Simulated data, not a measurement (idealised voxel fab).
The process module that follows is named voxel lift off.
We display cut, a cross-section 285 nm in width whose square cells are each 5 nm.
Square cells in a grid make up a cross-section in this document, and the grid is given as bands, listed from the top down, each one or more rows of cells.
Heads up on the band format: heights come first, top then bottom, in nm. After that it's the materials left to right, each with its width in nm. A single material flagged "edge to edge" fills the whole band edge to edge, and "empty" means there's empty space there.
Heights are expressed relative to 0, this being the level below which the as-received wafer comprises one material exclusively. The lowest band is unbounded in the downward direction and is denoted as in "0..down".
The expression "30->40" gives the width at the extremes of the band, the first number at its top row of cells and the second at its bottom row, with the width changing by equal amounts from each row to the next in between.
Where a step carries "remains unaltered", the cross-section came out of it unchanged, cell for cell.
"Sealed-off cavities" specifies each empty space that is not open to the top and that occupies no fewer than 8 cells, using the form width x height at distance, the distance measured from the left edge and all three quantities in nm.
Read whatever lies past the settings on a step's line as the simulator's own remark about the step.
The "overlay nm" setting may appear on a step's line; for a step that uses a mask, it gives how far to the right of its planned position the mask lay, and a negative value indicates the left.
### Set out below are the planned steps of the process
step 1: RECEIVE, material Si
step 2: CONFORMAL_DEP, material Al2O3, thk nm 15
step 3: PATTERN, tone open, mask id LINES, material resist, width nm 15, pitch nm 40, thk nm 20, overlay nm 0
step 4: DIRECTIONAL_DEP, material Ru, thk nm 5
step 5: STRIP, etch materials resist
step 6: CONFORMAL_DEP, material SiO2, thk nm 10
What sets these wafers apart? The width nm at step 3. They all start alike, and the plan carries the first wafer's value.
### As-received state after step 1, first of several wafers, cross-section
	0..down  Si edge to edge
	Sealed-off cavities: none
### Cross-section of the first of several wafers once the module has run through its last step, step 6
	30..25  empty (105); SiO2 (35); empty (5); SiO2 (35); empty (105)
	25..20  SiO2 edge to edge
	20..15  SiO2 (115); Ru (15); SiO2 (25); Ru (15); SiO2 (115)
	15..0  Al2O3 edge to edge
	0..down  Si edge to edge
	Sealed-off cavities: none
### Cross-sectional depiction of the last of several wafers upon completion of the module
	30..25  empty (100); SiO2 (85); empty (100)
	25..20  SiO2 edge to edge
	20..15  SiO2 (110); Ru (25); SiO2 (15); Ru (25); SiO2 (110)
	15..0  Al2O3 edge to edge
	0..down  Si edge to edge
	Sealed-off cavities: none
### Note: the following table is arranged by wafer, a row apiece. Each row reports the end-of-module state: per material, cells gained (+) or cells lost (-) compared with the wafer as received; closed voids follow
width nm 15; +171 Al2O3; +6 Ru; +122 SiO2; Sealed-off cavities: none
width nm 20; +171 Al2O3; +8 Ru; +122 SiO2; Sealed-off cavities: none
width nm 25; +171 Al2O3; +10 Ru; +121 SiO2; Sealed-off cavities: none
